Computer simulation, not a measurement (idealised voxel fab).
Process module, titled voxel gate over fins
Displayed cross-section: cut, width of 240 nm, square cells sized 5 nm.
Think of the cross-section as a grid of square cells. We describe it in bands, top to bottom, and each band covers one or more rows of those cells. Top height, bottom height, nm. Materials left to right, width each, nm. Single material + "edge to edge" = fills band edge to edge. "air" = empty. Heights are expressed relative to 0, this being the level below which the as-received wafer comprises one material exclusively. The lowest band is unbounded in the downward direction and is denoted as in "top 0, no bottom". A two-number width, for instance "30..40", indicates that the width is equal to the first number in the top row of the band and to the second number in the bottom row, and that it changes by a constant amount per row of cells. The cross-section has no changed cell in any step marked "left unchanged". Any empty space of 8 cells or more lacking an open way to the top shows up in "Closed void entries" as width x height at distance, distance from the left edge, in nm. It should be noted that, on the line of a given step, the content following the step's settings is a remark produced by the simulator itself with respect to that step. overlay nm: for a step with a mask, the amount by which the mask lay right of where it was planned; a negative amount means left of it.
The planned process steps are enumerated hereunder:
| 1 | RECEIVE (material Si) |
| 2 | CONFORMAL_DEP (material SiN; thk nm 5) |
| 3 | PATTERN (tone cover; mask id FINS; material resist; width nm 15; pitch nm 50; thk nm 15; overlay nm 0) |
| 4 | DIRECTIONAL_ETCH (etch materials SiN; depth nm 5) |
| 5 | DIRECTIONAL_ETCH (etch materials Si; depth nm 30) |
| 6 | STRIP (etch materials resist) |
| 7 | OXIDIZE (depth nm 5) |
| 8 | FILL_DEP (material SiO2; thk nm 5) |
| 9 | CMP (height nm 5) |
| 10 | MASKED_ETCH (tone open; mask id RAIL; width nm 15; etch materials SiO2; depth nm 30; overlay nm 0) |
| 11 | CONFORMAL_DEP (material TiN; thk nm 5) |
| 12 | FILL_DEP (material W; thk nm 10) |
| 13 | CMP (height nm 5) |
| 14 | SELECTIVE_ETCH (etch materials W Ru TiN; depth nm 20) |
| 15 | FILL_DEP (material SiO2; thk nm 5) |
| 16 | CMP (height nm 5) |
| 17 | SELECTIVE_ETCH (etch materials SiO2; depth nm 15) |
| 18 | STRIP (etch materials SiN) |
| 19 | CONFORMAL_DEP (material HfO2; thk nm 5) |
| 20 | CONFORMAL_DEP (material TiN; thk nm 5) |
| 21 | FILL_DEP (material W; thk nm 15) |
| 22 | CMP (height nm 20) |
| 23 | CONFORMAL_DEP (material SiN; thk nm 5) |
Account of the first of two wafers, which was processed as intended:
Cross-section of the incoming wafer, state after step 1:
> top 0, no bottom  Si edge to edge
> Closed void entries: none
Presented here is a cross-section of the wafer after step 2 has been performed:
> top 5, bottom 0  SiN edge to edge
> below 0: unchanged
Presented here is a cross-section of the wafer after step 3 has been performed:
> top 20, bottom 5  85 air, then 15 resist, then 35 air, then 15 resist, then 90 air
> below 5: unchanged
Presented here is a cross-section of the wafer after step 4 has been performed:
> top 20, bottom 5  85 air, then 15 resist, then 35 air, then 15 resist, then 90 air
> top 5, bottom 0  85 air, then 15 SiN, then 35 air, then 15 SiN, then 90 air
> below 0: unchanged
Presented here is a cross-section of the wafer after step 5 has been performed:
> top 20, bottom 5  85 air, then 15 resist, then 35 air, then 15 resist, then 90 air
> top 5, bottom 0  85 air, then 15 SiN, then 35 air, then 15 SiN, then 90 air
> top 0, bottom -30  85 air, then 15 Si, then 35 air, then 15 Si, then 90 air
> below -30: unchanged
Presented here is a cross-section of the wafer after step 6 has been performed:
> top 5, bottom 0  85 air, then 15 SiN, then 35 air, then 15 SiN, then 90 air
> below 0: unchanged
Presented here is a cross-section of the wafer after step 7 has been performed:
> top 5, bottom 0  85 air, then 15 SiN, then 35 air, then 15 SiN, then 90 air
> top 0, bottom -30  85 air, then 5 SiO2, then 5 Si, then 5 SiO2, then 35 air, then 5 SiO2, then 5 Si, then 5 SiO2, then 90 air
> top -30, bottom -35  90 SiO2, then 5 Si, then 45 SiO2, then 5 Si, then 95 SiO2
> below -35: unchanged
Presented here is a cross-section of the wafer after step 8 has been performed:
> top 10, bottom 5  SiO2 edge to edge
> top 5, bottom 0  85 SiO2, then 15 SiN, then 35 SiO2, then 15 SiN, then 90 SiO2
> top 0, bottom -35  90 SiO2, then 5 Si, then 45 SiO2, then 5 Si, then 95 SiO2
> below -35: unchanged
Presented here is a cross-section of the wafer after step 9 has been performed:
> top 5, bottom 0  85 SiO2, then 15 SiN, then 35 SiO2, then 15 SiN, then 90 SiO2
> below 0: unchanged
Presented here is a cross-section of the wafer after step 10 has been performed:
> top 5, bottom 0  85 SiO2, then 15 SiN, then 10 SiO2, then 15 air, then 10 SiO2, then 15 SiN, then 90 SiO2
> top 0, bottom -25  90 SiO2, then 5 Si, then 15 SiO2, then 15 air, then 15 SiO2, then 5 Si, then 95 SiO2
> below -25: unchanged
Presented here is a cross-section of the wafer after step 11 has been performed:
> top 10, bottom 5  115 TiN, then 5 air, then 120 TiN
> top 5, bottom 0  85 SiO2, then 15 SiN, then 10 SiO2, then 5 TiN, then 5 air, then 5 TiN, then 10 SiO2, then 15 SiN, then 90 SiO2
> top 0, bottom -20  90 SiO2, then 5 Si, then 15 SiO2, then 5 TiN, then 5 air, then 5 TiN, then 15 SiO2, then 5 Si, then 95 SiO2
> top -20, bottom -25  90 SiO2, then 5 Si, then 15 SiO2, then 15 TiN, then 15 SiO2, then 5 Si, then 95 SiO2
> below -25: unchanged
Presented here is a cross-section of the wafer after step 12 has been performed:
> top 20, bottom 10  W edge to edge
> top 10, bottom 5  115 TiN, then 5 W, then 120 TiN
> top 5, bottom 0  85 SiO2, then 15 SiN, then 10 SiO2, then 5 TiN, then 5 W, then 5 TiN, then 10 SiO2, then 15 SiN, then 90 SiO2
> top 0, bottom -20  90 SiO2, then 5 Si, then 15 SiO2, then 5 TiN, then 5 W, then 5 TiN, then 15 SiO2, then 5 Si, then 95 SiO2
> below -20: unchanged
Presented here is a cross-section of the wafer after step 13 has been performed:
> top 5, bottom 0  85 SiO2, then 15 SiN, then 10 SiO2, then 5 TiN, then 5 W, then 5 TiN, then 10 SiO2, then 15 SiN, then 90 SiO2
> below 0: unchanged
Presented here is a cross-section of the wafer after step 14 has been performed:
> top 5, bottom 0  85 SiO2, then 15 SiN, then 10 SiO2, then 15 air, then 10 SiO2, then 15 SiN, then 90 SiO2
> top 0, bottom -15  90 SiO2, then 5 Si, then 15 SiO2, then 15 air, then 15 SiO2, then 5 Si, then 95 SiO2
> below -15: unchanged
Presented here is a cross-section of the wafer after step 15 has been performed:
> top 10, bottom 5  SiO2 edge to edge
> top 5, bottom 0  85 SiO2, then 15 SiN, then 35 SiO2, then 15 SiN, then 90 SiO2
> top 0, bottom -15  90 SiO2, then 5 Si, then 45 SiO2, then 5 Si, then 95 SiO2
> below -15: unchanged
Presented here is a cross-section of the wafer after step 16 has been performed:
> top 5, bottom 0  85 SiO2, then 15 SiN, then 35 SiO2, then 15 SiN, then 90 SiO2
> below 0: unchanged
Presented here is a cross-section of the wafer after step 17 has been performed:
> top 5, bottom 0  85 air, then 15 SiN, then 35 air, then 15 SiN, then 90 air
> top 0, bottom -10  90 air, then 5 Si, then 45 air, then 5 Si, then 95 air
> below -10: unchanged
Presented here is a cross-section of the wafer after step 18 has been performed:
> top 0, bottom -10  90 air, then 5 Si, then 45 air, then 5 Si, then 95 air
> below -10: unchanged
Presented here is a cross-section of the wafer after step 19 has been performed:
> top 5, bottom 0  85 air, then 15 HfO2, then 35 air, then 15 HfO2, then 90 air
> top 0, bottom -5  85 air, then 5 HfO2, then 5 Si, then 5 HfO2, then 35 air, then 5 HfO2, then 5 Si, then 5 HfO2, then 90 air
> top -5, bottom -10  90 HfO2, then 5 Si, then 45 HfO2, then 5 Si, then 95 HfO2
> below -10: unchanged
Presented here is a cross-section of the wafer after step 20 has been performed:
> top 10, bottom 5  80 air, then 25 TiN, then 25 air, then 25 TiN, then 85 air
> top 5, bottom 0  80 air, then 5 TiN, then 15 HfO2, then 5 TiN, then 25 air, then 5 TiN, then 15 HfO2, then 5 TiN, then 85 air
> top 0, bottom -5  85 TiN, then 5 HfO2, then 5 Si, then 5 HfO2, then 35 TiN, then 5 HfO2, then 5 Si, then 5 HfO2, then 90 TiN
> below -5: unchanged
Presented here is a cross-section of the wafer after step 21 has been performed:
> top 25, bottom 10  W edge to edge
> top 10, bottom 5  80 W, then 25 TiN, then 25 W, then 25 TiN, then 85 W
> top 5, bottom 0  80 W, then 5 TiN, then 15 HfO2, then 5 TiN, then 25 W, then 5 TiN, then 15 HfO2, then 5 TiN, then 85 W
> below 0: unchanged
Presented here is a cross-section of the wafer after step 22 has been performed:
> top 20, bottom 10  W edge to edge
> below 10: unchanged
Presented here is a cross-section of the wafer after step 23 has been performed:
> top 25, bottom 20  SiN edge to edge
> below 20: unchanged
What follows concerns the second wafer, which started out like the first and was meant to follow the very same plan; one mistake crept in when it was run, but everything up to and including step 4 is the same as for the first wafer:
Cross-sectional view of the second wafer at the intended end time of process step 5:
> top 20, bottom 5  85 air, then 15 resist, then 35 air, then 15 resist, then 90 air
> top 5, bottom 0  85 air, then 15 SiN, then 35 air, then 15 SiN, then 90 air
> top 0, bottom -35  85 air, then 15 Si, then 35 air, then 15 Si, then 90 air
> below -35: unchanged
Cross-sectional view of the second wafer at the intended end time of process step 6:
> top 5, bottom 0  85 air, then 15 SiN, then 35 air, then 15 SiN, then 90 air
> below 0: unchanged
Cross-sectional view of the second wafer at the intended end time of process step 7:
> top 5, bottom 0  85 air, then 15 SiN, then 35 air, then 15 SiN, then 90 air
> top 0, bottom -35  85 air, then 5 SiO2, then 5 Si, then 5 SiO2, then 35 air, then 5 SiO2, then 5 Si, then 5 SiO2, then 90 air
> top -35, bottom -40  90 SiO2, then 5 Si, then 45 SiO2, then 5 Si, then 95 SiO2
> below -40: unchanged
Cross-sectional view of the second wafer at the intended end time of process step 8:
> top 10, bottom 5  SiO2 edge to edge
> top 5, bottom 0  85 SiO2, then 15 SiN, then 35 SiO2, then 15 SiN, then 90 SiO2
> top 0, bottom -40  90 SiO2, then 5 Si, then 45 SiO2, then 5 Si, then 95 SiO2
> below -40: unchanged
Cross-sectional view of the second wafer at the intended end time of process step 9:
> top 5, bottom 0  85 SiO2, then 15 SiN, then 35 SiO2, then 15 SiN, then 90 SiO2
> below 0: unchanged
Cross-sectional view of the second wafer at the intended end time of process step 10:
> top 5, bottom 0  85 SiO2, then 15 SiN, then 10 SiO2, then 15 air, then 10 SiO2, then 15 SiN, then 90 SiO2
> top 0, bottom -25  90 SiO2, then 5 Si, then 15 SiO2, then 15 air, then 15 SiO2, then 5 Si, then 95 SiO2
> below -25: unchanged
Cross-sectional view of the second wafer at the intended end time of process step 11:
> top 10, bottom 5  115 TiN, then 5 air, then 120 TiN
> top 5, bottom 0  85 SiO2, then 15 SiN, then 10 SiO2, then 5 TiN, then 5 air, then 5 TiN, then 10 SiO2, then 15 SiN, then 90 SiO2
> top 0, bottom -20  90 SiO2, then 5 Si, then 15 SiO2, then 5 TiN, then 5 air, then 5 TiN, then 15 SiO2, then 5 Si, then 95 SiO2
> top -20, bottom -25  90 SiO2, then 5 Si, then 15 SiO2, then 15 TiN, then 15 SiO2, then 5 Si, then 95 SiO2
> below -25: unchanged
Cross-sectional view of the second wafer at the intended end time of process step 12:
> top 20, bottom 10  W edge to edge
> top 10, bottom 5  115 TiN, then 5 W, then 120 TiN
> top 5, bottom 0  85 SiO2, then 15 SiN, then 10 SiO2, then 5 TiN, then 5 W, then 5 TiN, then 10 SiO2, then 15 SiN, then 90 SiO2
> top 0, bottom -20  90 SiO2, then 5 Si, then 15 SiO2, then 5 TiN, then 5 W, then 5 TiN, then 15 SiO2, then 5 Si, then 95 SiO2
> below -20: unchanged
Cross-sectional view of the second wafer at the intended end time of process step 13:
> top 5, bottom 0  85 SiO2, then 15 SiN, then 10 SiO2, then 5 TiN, then 5 W, then 5 TiN, then 10 SiO2, then 15 SiN, then 90 SiO2
> below 0: unchanged
Cross-sectional view of the second wafer at the intended end time of process step 14:
> top 5, bottom 0  85 SiO2, then 15 SiN, then 10 SiO2, then 15 air, then 10 SiO2, then 15 SiN, then 90 SiO2
> top 0, bottom -15  90 SiO2, then 5 Si, then 15 SiO2, then 15 air, then 15 SiO2, then 5 Si, then 95 SiO2
> below -15: unchanged
Cross-sectional view of the second wafer at the intended end time of process step 15:
> top 10, bottom 5  SiO2 edge to edge
> top 5, bottom 0  85 SiO2, then 15 SiN, then 35 SiO2, then 15 SiN, then 90 SiO2
> top 0, bottom -15  90 SiO2, then 5 Si, then 45 SiO2, then 5 Si, then 95 SiO2
> below -15: unchanged
Cross-sectional view of the second wafer at the intended end time of process step 16:
> top 5, bottom 0  85 SiO2, then 15 SiN, then 35 SiO2, then 15 SiN, then 90 SiO2
> below 0: unchanged
Cross-sectional view of the second wafer at the intended end time of process step 17:
> top 5, bottom 0  85 air, then 15 SiN, then 35 air, then 15 SiN, then 90 air
> top 0, bottom -10  90 air, then 5 Si, then 45 air, then 5 Si, then 95 air
> below -10: unchanged
Cross-sectional view of the second wafer at the intended end time of process step 18:
> top 0, bottom -10  90 air, then 5 Si, then 45 air, then 5 Si, then 95 air
> below -10: unchanged
Cross-sectional view of the second wafer at the intended end time of process step 19:
> top 5, bottom 0  85 air, then 15 HfO2, then 35 air, then 15 HfO2, then 90 air
> top 0, bottom -5  85 air, then 5 HfO2, then 5 Si, then 5 HfO2, then 35 air, then 5 HfO2, then 5 Si, then 5 HfO2, then 90 air
> top -5, bottom -10  90 HfO2, then 5 Si, then 45 HfO2, then 5 Si, then 95 HfO2
> below -10: unchanged
Cross-sectional view of the second wafer at the intended end time of process step 20:
> top 10, bottom 5  80 air, then 25 TiN, then 25 air, then 25 TiN, then 85 air
> top 5, bottom 0  80 air, then 5 TiN, then 15 HfO2, then 5 TiN, then 25 air, then 5 TiN, then 15 HfO2, then 5 TiN, then 85 air
> top 0, bottom -5  85 TiN, then 5 HfO2, then 5 Si, then 5 HfO2, then 35 TiN, then 5 HfO2, then 5 Si, then 5 HfO2, then 90 TiN
> below -5: unchanged
Cross-sectional view of the second wafer at the intended end time of process step 21:
> top 25, bottom 10  W edge to edge
> top 10, bottom 5  80 W, then 25 TiN, then 25 W, then 25 TiN, then 85 W
> top 5, bottom 0  80 W, then 5 TiN, then 15 HfO2, then 5 TiN, then 25 W, then 5 TiN, then 15 HfO2, then 5 TiN, then 85 W
> below 0: unchanged
Cross-sectional view of the second wafer at the intended end time of process step 22:
> top 20, bottom 10  W edge to edge
> below 10: unchanged
Cross-sectional view of the second wafer at the intended end time of process step 23:
> top 25, bottom 20  SiN edge to edge
> below 20: unchanged
Error vs. plan: not per plan at step 5, really ran DIRECTIONAL_ETCH (etch materials Si; depth nm 35)
Final cells, second wafer relative to first, materials higher or lower: -46 Si; +46 SiO2
